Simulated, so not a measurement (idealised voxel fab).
process module | voxel local oxidation
cross-section cut | 160 nm wide | cells 5 nm
A cross-section is a grid of square cells, given in bands from the top down. A band is one or more rows of cells.
Each band's line starts with the height of the band's top and of its bottom, in nm. Then come its materials from left to right, each with its width in nm. One material with "throughout" fills the band from edge to edge. "air" is empty space.
Height 0 is the level under which the wafer as received is all one material. The lowest band goes on downwards, as in "0 down".
A width such as "30 to 40" changes by the same amount from each row of cells to the next, from the band's top row to its bottom row.
"no change" after a step means that no cell of the cross-section changed.
closed voids: empty space of 8 cells or more with no open way to the top, each as width x height at its distance from the left edge, in nm
after a step's settings: what the simulator itself notes on the step
overlay nm, on a step with a mask: how far to the right of its planned place the mask lay; to the left if negative
plan
1 op RECEIVE | material Si
2 op CONFORMAL_DEP | material SiO2 | thk nm 5
3 op CONFORMAL_DEP | material SiN | thk nm 10
4 op PATTERN | tone cover | mask id ACTIVE | material resist | width nm 95 | thk nm 15 | overlay nm 0
5 op DIRECTIONAL_ETCH | etch materials SiN | depth nm 10
6 op STRIP | etch materials resist
7 op SELECTIVE_ETCH | etch materials SiO2 | depth nm 5
8 op OXIDIZE | depth nm 10
9 op STRIP | etch materials SiN
first wafer, as planned
as received, after step 1
  0 down: Si throughout
  closed voids: none
after step 2
  5 to 0: SiO2 throughout
  below 0: unchanged
after step 3
  15 to 5: SiN throughout
  below 5: unchanged
after step 4
  30 to 15: air 30 | resist 95 | air 35
  below 15: unchanged
after step 5
  30 to 15: air 30 | resist 95 | air 35
  15 to 5: air 30 | SiN 95 | air 35
  below 5: unchanged
after step 6
  15 to 5: air 30 | SiN 95 | air 35
  below 5: unchanged
after step 7
  15 to 5: air 30 | SiN 95 | air 35
  5 to 0: air 35 | SiO2 85 | air 40
  below 0: unchanged
after step 8
  15 to 5: air 30 | SiN 95 | air 35
  5 to 0: air 35 | SiO2 85 | air 40
  0 to -10: SiO2 45 | Si 65 | SiO2 50
  below -10: unchanged
after step 9
  5 to 0: air 35 | SiO2 85 | air 40
  below 0: unchanged
second wafer: like start, like plan, one mistake. Through step 8 it matches the first wafer
when step 9 should have ended: no change
what went wrong: step 9 was left out
at the end the second wafer has, in cells: 38 more of SiN
